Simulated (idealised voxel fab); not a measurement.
process module | voxel released beams
cross-section cut | 220 nm wide | cells 5 nm
A cross-section is a grid of square cells, given in bands from the top down. A band is one or more rows of cells.
Each band's line starts with the height of the band's top and of its bottom, in nm. Then come its materials from left to right, each with its width in nm. One material with "throughout" fills the band from edge to edge. "air" is empty space.
Height 0 is the level under which the wafer as received is all one material. The lowest band goes on downwards, as in "0 down".
A width such as "30 to 40" changes by the same amount from each row of cells to the next, from the band's top row to its bottom row.
"no change" after a step means that no cell of the cross-section changed.
closed voids: empty space of 8 cells or more with no open way to the top, each as width x height at its distance from the left edge, in nm
after a step's settings: what the simulator itself notes on the step
overlay nm, on a step with a mask: how far to the right of its planned place the mask lay; to the left if negative
plan
1 op RECEIVE | material Si
2 op CONFORMAL_DEP | material SiN | thk nm 5
3 op DIRECTIONAL_DEP | material SiO2 | thk nm 20
4 op PATTERN | tone open | mask id ANCHOR | material resist | width nm 30 | thk nm 15 | overlay nm 0
5 op DIRECTIONAL_ETCH | etch materials SiO2 | depth nm 20
6 op STRIP | etch materials resist
7 op CONFORMAL_DEP | material polySi | thk nm 5
8 op PATTERN | tone cover | mask id BEAM | material resist | width nm 95 | thk nm 15 | overlay nm 0
9 op DIRECTIONAL_ETCH | etch materials polySi | depth nm 10
10 op STRIP | etch materials resist
11 op STRIP | etch materials SiO2
varied across the wafers: thk nm of step 7. The plan shows the first wafer's value. All wafers start alike
first wafer as received, after step 1
  0 down: Si throughout
  closed voids: none
first wafer at the end, after step 11
  30 to 25: air 60 | polySi 10 | air 20 | polySi 65 | air 65
  25 to 10: air 65 | polySi 5 | air 20 | polySi 5 | air 125
  10 to 5: air 65 | polySi 30 | air 125
  5 to 0: SiN throughout
  0 down: Si throughout
  closed voids: none
last wafer at the end
  50 to 40: air 60 | polySi 95 | air 65
  40 to 25: polySi throughout
  25 to 5: SiO2 65 | polySi 30 | SiO2 125
  5 to 0: SiN throughout
  0 down: Si throughout
  closed voids: none
each wafer at the end: cells of each material gained (+) or lost (-) since it was received, then its closed voids
thk nm 5 | +44 SiN | +27 polySi | closed voids: none
thk nm 10 | +44 SiN | +54 polySi | closed voids: none
thk nm 15 | +44 SiN | +152 SiO2 | +106 polySi | closed voids: none
thk nm 20 | +44 SiN | +152 SiO2 | +150 polySi | closed voids: none
thk nm 25 | +44 SiN | +152 SiO2 | +194 polySi | closed voids: none
